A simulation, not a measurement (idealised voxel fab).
A process module follows: voxel self aligned vias.
Section cut is 255 nm wide and gridded with 5 nm square cells.
Cross-section format: a grid of square cells, given as bands from top to bottom; each band is one or more rows of cells.
This entry defines a band. It first specifies the height of the band's top and the height of its bottom in nm, and then specifies the band's materials from left to right, stating each material with its width in nm. The word "everywhere" identifies a single material that fills the band from edge to edge, while the word "blank" identifies empty space.
Height reference: 0 = level under which incoming wafer is all one material. Lowest band: no bottom, runs on downward, e.g. "top 0, no bottom".
Width: "30->40" (first number = top row, second number = bottom row, same change from row to row of cells).
"no alterations made" -> step changed no cross-section cell.
"Cavities, closed" means: voids of 8 cells or more that are shut off from the top with no open way through. Written width x height at distance, distance from the left edge, in nm.
Past the settings on a step's line: simulator remark, on that step.
Regarding "overlay nm": on a step with a mask, it is the distance the mask lay to the right of its planned place; a negative value places it to the left.

### Here's what the planned process steps look like
- 1: op RECEIVE | material Si
- 2: op CONFORMAL_DEP | material SiO2 | thk nm 10
- 3: op CONFORMAL_DEP | material SiCN | thk nm 5
- 4: op DIRECTIONAL_DEP | material lowk | thk nm 30
- 5: op PATTERN | tone open | mask id LINES | material resist | width nm 25 | pitch nm 70 | thk nm 15 | overlay nm 0
- 6: op DIRECTIONAL_ETCH | etch materials lowk | depth nm 30
- 7: op STRIP | etch materials resist
- 8: op CONFORMAL_DEP | material TiN | thk nm 5
- 9: op FILL_DEP | material Ru | thk nm 5
- 10: op CMP | height nm 45
- 11: op SELECTIVE_ETCH | etch materials W Ru TiN | depth nm 5
- 12: op FILL_DEP | material SiN | thk nm 10
- 13: op CMP | height nm 45
- 14: op DIRECTIONAL_DEP | material lowk | thk nm 15
- 15: op DIRECTIONAL_DEP | material aC | thk nm 10
- 16: op PATTERN | tone open | mask id VIAS | material resist | width nm 45 | thk nm 30 | overlay nm 0
- 17: op DIRECTIONAL_ETCH | etch materials aC | depth nm 10
- 18: op STRIP | etch materials resist
- 19: op DIRECTIONAL_ETCH | etch materials lowk | depth nm 15
- 20: op DIRECTIONAL_ETCH | etch materials SiN | depth nm 5
- 21: op STRIP | etch materials aC
- 22: op CONFORMAL_DEP | material TiN | thk nm 5
- 23: op FILL_DEP | material Ru | thk nm 5
- 24: op CMP | height nm 60
- 25: op CONFORMAL_DEP | material SiN | thk nm 5

### So this is the incoming wafer in cross-section - it's already been through step 1
- top 0, no bottom = Si everywhere
- Cavities, closed: none

### Same starting wafer, same plan as above, one mistake in the execution; this is the cross-section at the end of the module
- top 65, bottom 60 = SiN everywhere
- top 60, bottom 50 = 70 of lowk | 5 of TiN | 35 of Ru | 5 of TiN | 140 of lowk
- top 50, bottom 45 = 70 of lowk | 45 of TiN | 140 of lowk
- top 45, bottom 40 = lowk everywhere
- top 40, bottom 20 = 80 of lowk | 5 of TiN | 15 of Ru | 5 of TiN | 45 of lowk | 5 of TiN | 15 of Ru | 5 of TiN | 80 of lowk
- top 20, bottom 15 = 80 of lowk | 25 of TiN | 45 of lowk | 25 of TiN | 80 of lowk
- top 15, bottom 10 = SiCN everywhere
- top 10, bottom 0 = SiO2 everywhere
- top 0, no bottom = Si everywhere
- Cavities, closed: none
The mistake made against the process plan was this: step 12 changed vs plan, executed as op FILL_DEP | material lowk | thk nm 10
